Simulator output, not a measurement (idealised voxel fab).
The process module that follows is named voxel double patterning.
Section cut is 250 nm wide and gridded with 5 nm square cells.
A cross-section is written here as square cells arranged in a grid, and it is given in bands from the top down, each band taking up one or more rows of cells.
Look at the band entry: it leads with the top's height and the bottom's height in nm. Then it lists the materials left to right, with a width in nm for each. The word "edge to edge" on a single material says that material fills the band edge to edge. The word "air" is empty space.
For the purposes of this specification, 0 denotes the height below which the wafer in its as-received condition is composed wholly of one material, and the lowermost band, lacking a lower limit, extends downward without end, as expressed in "top 0, no bottom".
When a width is written as two numbers, as in "30 to 40", the first number is the width in the top row of cells of the band and the second is the width in its bottom row, and the width changes by the same amount from each row to the next.
"remained unchanged" for a step: no cell of the cross-section changed in that step.
"Trapped voids": empty spaces of 8 cells or more with no open way to the top, each given as width x height at distance, distance from the left edge, all in nm.
Past the settings on a step's line: simulator remark, on that step.
On any step carrying a mask, the "overlay nm" setting, if present on the step's line, tells how far right of its planned place the mask lay; negative values point to the left.

### So here's the lineup of process steps we planned
1: RECEIVE (material Si)
2: CONFORMAL_DEP (material SiN; thk nm 10)
3: DIRECTIONAL_DEP (material SiO2; thk nm 20)
4: DIRECTIONAL_DEP (material SiCN; thk nm 10)
5: MASKED_ETCH (tone open; mask id FIRST; width nm 15; pitch nm 50; etch materials SiCN; depth nm 10; overlay nm 0)
6: DIRECTIONAL_DEP (material aC; thk nm 10)
7: PATTERN (tone open; mask id SECOND; material resist; width nm 15; pitch nm 50; thk nm 30; overlay nm 0)
8: DIRECTIONAL_ETCH (etch materials aC; depth nm 10)
9: STRIP (etch materials resist)
10: DIRECTIONAL_ETCH (etch materials SiCN; depth nm 10)
11: STRIP (etch materials aC)
12: DIRECTIONAL_ETCH (etch materials SiO2; depth nm 20)
13: STRIP (etch materials SiCN)

### as received, after step 1
* top 0, no bottom: Si edge to edge
* Trapped voids: none

### Same starting wafer, same plan as above, one mistake in the execution; this is the cross-section at the end of the module
* top 20, bottom 0: SiO2 65 nm | air 15 nm | SiO2 10 nm | air 15 nm | SiO2 10 nm | air 15 nm | SiO2 10 nm | air 15 nm | SiO2 10 nm | air 15 nm | SiO2 70 nm
* top 0, no bottom: Si edge to edge
* Trapped voids: none
Error vs. plan: it should be noted that step 2 of the plan was omitted and was not performed
